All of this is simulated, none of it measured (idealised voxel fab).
process module | voxel wiring stack
cross-section cut | 140 nm wide | cells 5 nm
A cross-section is a grid of square cells, given in bands from the top down. A band is one or more rows of cells.
Each band's line starts with the height of the band's top and of its bottom, in nm. Then come its materials from left to right, each with its width in nm. One material with "throughout" fills the band from edge to edge. "air" is empty space.
Height 0 is the level under which the wafer as received is all one material. The lowest band goes on downwards, as in "0 down".
A width such as "30 to 40" changes by the same amount from each row of cells to the next, from the band's top row to its bottom row.
"no change" after a step means that no cell of the cross-section changed.
closed voids: empty space of 8 cells or more with no open way to the top, each as width x height at its distance from the left edge, in nm
after a step's settings: what the simulator itself notes on the step
overlay nm, on a step with a mask: how far to the right of its planned place the mask lay; to the left if negative
plan
1 op RECEIVE | material Si
2 op CONFORMAL_DEP | material SiO2 | thk nm 10
3 op DIRECTIONAL_DEP | material TiN | thk nm 5
4 op DIRECTIONAL_DEP | material W | thk nm 25
5 op MASKED_ETCH | tone cover | mask id METAL_1 | width nm 25 | pitch nm 45 | etch materials W | depth nm 25 | overlay nm 0
6 op MASKED_ETCH | tone cover | mask id METAL_1 | width nm 25 | pitch nm 45 | etch materials TiN | depth nm 5 | overlay nm 0
7 op FILL_DEP | material SiO2 | thk nm 5
8 op CMP | height nm 40
9 op CONFORMAL_DEP | material SiCN | thk nm 5
10 op DIRECTIONAL_DEP | material SiO2 | thk nm 30
11 op PATTERN | tone open | mask id METAL_2_HOLES | material resist | width nm 15 | pitch nm 45 | thk nm 20 | overlay nm 0
12 op DIRECTIONAL_ETCH | etch materials SiO2 | depth nm 30
13 op STRIP | etch materials resist
14 op MASKED_ETCH | tone open | mask id METAL_2 | width nm 25 | pitch nm 45 | etch materials SiO2 | depth nm 20 | overlay nm 0
15 op MASKED_ETCH | tone open | mask id METAL_2 | width nm 25 | pitch nm 45 | etch materials SiCN | depth nm 5 | overlay nm 0
16 op CONFORMAL_DEP | material TiN | thk nm 5
17 op FILL_DEP | material Cu | thk nm 10
18 op CMP | height nm 75
19 op CONFORMAL_DEP | material SiCN | thk nm 5
20 op DIRECTIONAL_DEP | material lowk | thk nm 10
21 op MASKED_ETCH | tone open | mask id PLUG_2 | width nm 15 | pitch nm 45 | etch materials lowk | depth nm 10 | overlay nm 0
22 op MASKED_ETCH | tone open | mask id PLUG_2 | width nm 15 | pitch nm 45 | etch materials SiCN | depth nm 5 | overlay nm 0
23 op EPI | material Ru | thk nm 10
24 op EPI | material Ru | thk nm 5
25 op DIRECTIONAL_DEP | material TiN | thk nm 5
26 op DIRECTIONAL_DEP | material W | thk nm 15
27 op DIRECTIONAL_DEP | material aC | thk nm 15
28 op PATTERN | tone cover | mask id METAL_3 | material resist | width nm 25 | pitch nm 45 | thk nm 30 | overlay nm 0
29 op DIRECTIONAL_ETCH | etch materials aC | depth nm 15
30 op STRIP | etch materials resist
31 op DIRECTIONAL_ETCH | etch materials W | depth nm 15
32 op DIRECTIONAL_ETCH | etch materials TiN | depth nm 5
33 op STRIP | etch materials aC
34 op CONFORMAL_DEP | material SiN | thk nm 5
35 op FILL_DEP | material SiO2 | thk nm 5
36 op CMP | height nm 110
37 op CONFORMAL_DEP | material SiCN | thk nm 5
first wafer, as planned
as received, after step 1
  0 down: Si throughout
  closed voids: none
after step 2
  10 to 0: SiO2 throughout
  below 0: unchanged
after step 3
  15 to 10: TiN throughout
  below 10: unchanged
after step 4
  40 to 15: W throughout
  below 15: unchanged
after step 5
  40 to 15: air 35 | W 25 | air 20 | W 25 | air 35
  below 15: unchanged
after step 6
  40 to 15: air 35 | W 25 | air 20 | W 25 | air 35
  15 to 10: air 35 | TiN 25 | air 20 | TiN 25 | air 35
  below 10: unchanged
after step 7
  45 to 40: SiO2 throughout
  40 to 15: SiO2 35 | W 25 | SiO2 20 | W 25 | SiO2 35
  15 to 10: SiO2 35 | TiN 25 | SiO2 20 | TiN 25 | SiO2 35
  below 10: unchanged
after step 8
  40 to 15: SiO2 35 | W 25 | SiO2 20 | W 25 | SiO2 35
  below 15: unchanged
after step 9
  45 to 40: SiCN throughout
  below 40: unchanged
after step 10
  75 to 45: SiO2 throughout
  below 45: unchanged
after step 11
  95 to 75: resist 35 | air 15 | resist 30 | air 15 | resist 45
  below 75: unchanged
after step 12
  95 to 75: resist 35 | air 15 | resist 30 | air 15 | resist 45
  75 to 45: SiO2 35 | air 15 | SiO2 30 | air 15 | SiO2 45
  below 45: unchanged
after step 13
  75 to 45: SiO2 35 | air 15 | SiO2 30 | air 15 | SiO2 45
  below 45: unchanged
after step 14
  75 to 55: SiO2 35 | air 25 | SiO2 20 | air 25 | SiO2 35
  below 55: unchanged
after step 15
  75 to 55: SiO2 35 | air 25 | SiO2 20 | air 25 | SiO2 35
  55 to 45: SiO2 35 | air 15 | SiO2 30 | air 15 | SiO2 45
  45 to 40: SiCN 35 | air 15 | SiCN 30 | air 15 | SiCN 45
  below 40: unchanged
after step 16
  80 to 75: TiN 40 | air 15 | TiN 30 | air 15 | TiN 40
  75 to 60: SiO2 35 | TiN 5 | air 15 | TiN 5 | SiO2 20 | TiN 5 | air 15 | TiN 5 | SiO2 35
  60 to 55: SiO2 35 | TiN 5 | air 5 | TiN 15 | SiO2 20 | TiN 5 | air 5 | TiN 15 | SiO2 35
  55 to 45: SiO2 35 | TiN 5 | air 5 | TiN 5 | SiO2 30 | TiN 5 | air 5 | TiN 5 | SiO2 45
  45 to 40: SiCN 35 | TiN 15 | SiCN 30 | TiN 15 | SiCN 45
  below 40: unchanged
after step 17
  90 to 80: Cu throughout
  80 to 75: TiN 40 | Cu 15 | TiN 30 | Cu 15 | TiN 40
  75 to 60: SiO2 35 | TiN 5 | Cu 15 | TiN 5 | SiO2 20 | TiN 5 | Cu 15 | TiN 5 | SiO2 35
  60 to 55: SiO2 35 | TiN 5 | Cu 5 | TiN 15 | SiO2 20 | TiN 5 | Cu 5 | TiN 15 | SiO2 35
  55 to 45: SiO2 35 | TiN 5 | Cu 5 | TiN 5 | SiO2 30 | TiN 5 | Cu 5 | TiN 5 | SiO2 45
  below 45: unchanged
after step 18
  75 to 60: SiO2 35 | TiN 5 | Cu 15 | TiN 5 | SiO2 20 | TiN 5 | Cu 15 | TiN 5 | SiO2 35
  below 60: unchanged
after step 19
  80 to 75: SiCN throughout
  below 75: unchanged
after step 20
  90 to 80: lowk throughout
  below 80: unchanged
after step 21
  90 to 80: lowk 35 | air 15 | lowk 30 | air 15 | lowk 45
  below 80: unchanged
after step 22
  90 to 80: lowk 35 | air 15 | lowk 30 | air 15 | lowk 45
  80 to 75: SiCN 35 | air 15 | SiCN 30 | air 15 | SiCN 45
  below 75: unchanged
after step 23
  90 to 85: lowk 35 | air 15 | lowk 30 | air 15 | lowk 45
  85 to 80: lowk 35 | Ru 15 | lowk 30 | Ru 15 | lowk 45
  80 to 75: SiCN 35 | Ru 15 | SiCN 30 | Ru 15 | SiCN 45
  below 75: unchanged
after step 24
  90 to 80: lowk 35 | Ru 15 | lowk 30 | Ru 15 | lowk 45
  below 80: unchanged
after step 25
  95 to 90: TiN throughout
  below 90: unchanged
after step 26
  110 to 95: W throughout
  below 95: unchanged
after step 27
  125 to 110: aC throughout
  below 110: unchanged
after step 28
  155 to 125: air 35 | resist 25 | air 20 | resist 25 | air 35
  below 125: unchanged
after step 29
  140 to 125: air 35 | resist 25 | air 20 | resist 25 | air 35
  125 to 110: air 35 | aC 25 | air 20 | aC 25 | air 35
  below 110: unchanged
after step 30
  125 to 110: air 35 | aC 25 | air 20 | aC 25 | air 35
  below 110: unchanged
after step 31
  125 to 110: air 35 | aC 25 | air 20 | aC 25 | air 35
  110 to 95: air 35 | W 25 | air 20 | W 25 | air 35
  below 95: unchanged
after step 32
  125 to 110: air 35 | aC 25 | air 20 | aC 25 | air 35
  110 to 95: air 35 | W 25 | air 20 | W 25 | air 35
  95 to 90: air 35 | TiN 25 | air 20 | TiN 25 | air 35
  below 90: unchanged
after step 33
  110 to 95: air 35 | W 25 | air 20 | W 25 | air 35
  below 95: unchanged
after step 34
  115 to 110: air 30 | SiN 35 | air 10 | SiN 35 | air 30
  110 to 95: air 30 | SiN 5 | W 25 | SiN 5 | air 10 | SiN 5 | W 25 | SiN 5 | air 30
  95 to 90: SiN 35 | TiN 25 | SiN 20 | TiN 25 | SiN 35
  below 90: unchanged
after step 35
  120 to 115: SiO2 throughout
  115 to 110: SiO2 30 | SiN 35 | SiO2 10 | SiN 35 | SiO2 30
  110 to 95: SiO2 30 | SiN 5 | W 25 | SiN 5 | SiO2 10 | SiN 5 | W 25 | SiN 5 | SiO2 30
  below 95: unchanged
after step 36
  110 to 95: SiO2 30 | SiN 5 | W 25 | SiN 5 | SiO2 10 | SiN 5 | W 25 | SiN 5 | SiO2 30
  below 95: unchanged
after step 37
  115 to 110: SiCN throughout
  below 110: unchanged
second wafer: like start, like plan, one mistake. Through step 1 it matches the first wafer
when step 2 should have ended
  15 to 0: SiO2 throughout
  below 0: unchanged
when step 3 should have ended
  20 to 15: TiN throughout
  below 15: unchanged
when step 4 should have ended
  45 to 20: W throughout
  below 20: unchanged
when step 5 should have ended
  45 to 20: air 35 | W 25 | air 20 | W 25 | air 35
  below 20: unchanged
when step 6 should have ended
  45 to 20: air 35 | W 25 | air 20 | W 25 | air 35
  20 to 15: air 35 | TiN 25 | air 20 | TiN 25 | air 35
  below 15: unchanged
when step 7 should have ended
  50 to 45: SiO2 throughout
  45 to 20: SiO2 35 | W 25 | SiO2 20 | W 25 | SiO2 35
  20 to 15: SiO2 35 | TiN 25 | SiO2 20 | TiN 25 | SiO2 35
  below 15: unchanged
when step 8 should have ended
  40 to 20: SiO2 35 | W 25 | SiO2 20 | W 25 | SiO2 35
  below 20: unchanged
when step 9 should have ended
  45 to 40: SiCN throughout
  below 40: unchanged
when step 10 should have ended
  75 to 45: SiO2 throughout
  below 45: unchanged
when step 11 should have ended
  95 to 75: resist 35 | air 15 | resist 30 | air 15 | resist 45
  below 75: unchanged
when step 12 should have ended
  95 to 75: resist 35 | air 15 | resist 30 | air 15 | resist 45
  75 to 45: SiO2 35 | air 15 | SiO2 30 | air 15 | SiO2 45
  below 45: unchanged
when step 13 should have ended
  75 to 45: SiO2 35 | air 15 | SiO2 30 | air 15 | SiO2 45
  below 45: unchanged
when step 14 should have ended
  75 to 55: SiO2 35 | air 25 | SiO2 20 | air 25 | SiO2 35
  below 55: unchanged
when step 15 should have ended
  75 to 55: SiO2 35 | air 25 | SiO2 20 | air 25 | SiO2 35
  55 to 45: SiO2 35 | air 15 | SiO2 30 | air 15 | SiO2 45
  45 to 40: SiCN 35 | air 15 | SiCN 30 | air 15 | SiCN 45
  below 40: unchanged
when step 16 should have ended
  80 to 75: TiN 40 | air 15 | TiN 30 | air 15 | TiN 40
  75 to 60: SiO2 35 | TiN 5 | air 15 | TiN 5 | SiO2 20 | TiN 5 | air 15 | TiN 5 | SiO2 35
  60 to 55: SiO2 35 | TiN 5 | air 5 | TiN 15 | SiO2 20 | TiN 5 | air 5 | TiN 15 | SiO2 35
  55 to 45: SiO2 35 | TiN 5 | air 5 | TiN 5 | SiO2 30 | TiN 5 | air 5 | TiN 5 | SiO2 45
  45 to 40: SiCN 35 | TiN 15 | SiCN 30 | TiN 15 | SiCN 45
  below 40: unchanged
when step 17 should have ended
  90 to 80: Cu throughout
  80 to 75: TiN 40 | Cu 15 | TiN 30 | Cu 15 | TiN 40
  75 to 60: SiO2 35 | TiN 5 | Cu 15 | TiN 5 | SiO2 20 | TiN 5 | Cu 15 | TiN 5 | SiO2 35
  60 to 55: SiO2 35 | TiN 5 | Cu 5 | TiN 15 | SiO2 20 | TiN 5 | Cu 5 | TiN 15 | SiO2 35
  55 to 45: SiO2 35 | TiN 5 | Cu 5 | TiN 5 | SiO2 30 | TiN 5 | Cu 5 | TiN 5 | SiO2 45
  below 45: unchanged
when step 18 should have ended
  75 to 60: SiO2 35 | TiN 5 | Cu 15 | TiN 5 | SiO2 20 | TiN 5 | Cu 15 | TiN 5 | SiO2 35
  below 60: unchanged
when step 19 should have ended
  80 to 75: SiCN throughout
  below 75: unchanged
when step 20 should have ended
  90 to 80: lowk throughout
  below 80: unchanged
when step 21 should have ended
  90 to 80: lowk 35 | air 15 | lowk 30 | air 15 | lowk 45
  below 80: unchanged
when step 22 should have ended
  90 to 80: lowk 35 | air 15 | lowk 30 | air 15 | lowk 45
  80 to 75: SiCN 35 | air 15 | SiCN 30 | air 15 | SiCN 45
  below 75: unchanged
when step 23 should have ended
  90 to 85: lowk 35 | air 15 | lowk 30 | air 15 | lowk 45
  85 to 80: lowk 35 | Ru 15 | lowk 30 | Ru 15 | lowk 45
  80 to 75: SiCN 35 | Ru 15 | SiCN 30 | Ru 15 | SiCN 45
  below 75: unchanged
when step 24 should have ended
  90 to 80: lowk 35 | Ru 15 | lowk 30 | Ru 15 | lowk 45
  below 80: unchanged
when step 25 should have ended
  95 to 90: TiN throughout
  below 90: unchanged
when step 26 should have ended
  110 to 95: W throughout
  below 95: unchanged
when step 27 should have ended
  125 to 110: aC throughout
  below 110: unchanged
when step 28 should have ended
  155 to 125: air 35 | resist 25 | air 20 | resist 25 | air 35
  below 125: unchanged
when step 29 should have ended
  140 to 125: air 35 | resist 25 | air 20 | resist 25 | air 35
  125 to 110: air 35 | aC 25 | air 20 | aC 25 | air 35
  below 110: unchanged
when step 30 should have ended
  125 to 110: air 35 | aC 25 | air 20 | aC 25 | air 35
  below 110: unchanged
when step 31 should have ended
  125 to 110: air 35 | aC 25 | air 20 | aC 25 | air 35
  110 to 95: air 35 | W 25 | air 20 | W 25 | air 35
  below 95: unchanged
when step 32 should have ended
  125 to 110: air 35 | aC 25 | air 20 | aC 25 | air 35
  110 to 95: air 35 | W 25 | air 20 | W 25 | air 35
  95 to 90: air 35 | TiN 25 | air 20 | TiN 25 | air 35
  below 90: unchanged
when step 33 should have ended
  110 to 95: air 35 | W 25 | air 20 | W 25 | air 35
  below 95: unchanged
when step 34 should have ended
  115 to 110: air 30 | SiN 35 | air 10 | SiN 35 | air 30
  110 to 95: air 30 | SiN 5 | W 25 | SiN 5 | air 10 | SiN 5 | W 25 | SiN 5 | air 30
  95 to 90: SiN 35 | TiN 25 | SiN 20 | TiN 25 | SiN 35
  below 90: unchanged
when step 35 should have ended
  120 to 115: SiO2 throughout
  115 to 110: SiO2 30 | SiN 35 | SiO2 10 | SiN 35 | SiO2 30
  110 to 95: SiO2 30 | SiN 5 | W 25 | SiN 5 | SiO2 10 | SiN 5 | W 25 | SiN 5 | SiO2 30
  below 95: unchanged
when step 36 should have ended
  110 to 95: SiO2 30 | SiN 5 | W 25 | SiN 5 | SiO2 10 | SiN 5 | W 25 | SiN 5 | SiO2 30
  below 95: unchanged
when step 37 should have ended
  115 to 110: SiCN throughout
  below 110: unchanged
what went wrong: step 2 ran as: op CONFORMAL_DEP | material SiO2 | thk nm 15
at the end the second wafer has, in cells: 10 more of SiO2 | 10 fewer of W
